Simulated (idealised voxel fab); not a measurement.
You're looking at the process module voxel local oxidation.
Section shown: cut. Width: 255 nm. Cell size: 5 nm, square.
When this document writes out a cross-section, it uses a grid of square cells and lists it as bands, beginning at the top and moving down, with a band standing for one or more rows of cells.
Band entry format. Leading values: height of top, height of bottom, nm. Remainder: materials in left-to-right order, each with its width in nm. Special words: "all across" on a single material, which then fills the band edge to edge; "empty", empty space.
Zero point of the height axis is 0; under it, received wafer = one material. Lowest band: continues down indefinitely, "from 0 down".
Per-row width for "30..40": begins at first number (top row of band), ends at second number (bottom row), increment between rows held constant.
"left unchanged" for a step: no cell of the cross-section changed in that step.
For the entry "Enclosed void entries", the listed items are empty spaces with no open way to the top whose size is 8 cells or more; each item follows the pattern width x height at distance, where distance is from the left edge and all three are in nm.
Post-settings text on a step line: simulator's own remark regarding the step.
Among the settings permitted on a step's line is "overlay nm"; applied to a step with a mask, it specifies the extent to which the mask lay to the right of its planned position, whereas a negative figure signifies a position to the left.
INTENDED PROCESS STEPS
1) RECEIVE [material Si]
2) CONFORMAL_DEP [material SiO2] [thk nm 5]
3) CONFORMAL_DEP [material SiN] [thk nm 15]
4) DIRECTIONAL_DEP [material aC] [thk nm 15]
5) PATTERN [tone cover] [mask id ACTIVE] [material resist] [width nm 130] [thk nm 35] [overlay nm -15]
6) DIRECTIONAL_ETCH [etch materials aC] [depth nm 15]
7) STRIP [etch materials resist]
8) DIRECTIONAL_ETCH [etch materials SiN] [depth nm 15]
9) STRIP [etch materials aC]
10) SELECTIVE_ETCH [etch materials SiO2] [depth nm 5]
11) OXIDIZE [depth nm 15]
12) STRIP [etch materials SiN]
Don't read the plan's overlay nm for step 5 as applying to every wafer: that's the first wafer's value, and the wafers differ in it, though they all start identical.
FIRST OF SEVERAL WAFERS (AS RECEIVED, POST STEP 1), CROSS-SECTIONAL VIEW
* from 0 down | Si all across
* Enclosed void entries: none
FOR YOUR REFERENCE, THE TABLE IS ORGANIZED WITH A ROW PER WAFER; EACH ROW REFLECTS THE WAFER AT THE END OF THE MODULE, INDICATING FOR EACH MATERIAL THE CELLS GAINED (+) OR LOST (-) SINCE RECEIPT, AND THEREAFTER ITS CLOSED VOIDS
overlay nm -15 | -99 Si | +123 SiO2 | Enclosed void entries: none
overlay nm -10 | -99 Si | +123 SiO2 | Enclosed void entries: none
overlay nm -5 | -99 Si | +123 SiO2 | Enclosed void entries: none
overlay nm 0 | -99 Si | +123 SiO2 | Enclosed void entries: none
overlay nm 5 | -99 Si | +123 SiO2 | Enclosed void entries: none
overlay nm 10 | -99 Si | +123 SiO2 | Enclosed void entries: none
overlay nm 15 | -99 Si | +123 SiO2 | Enclosed void entries: none
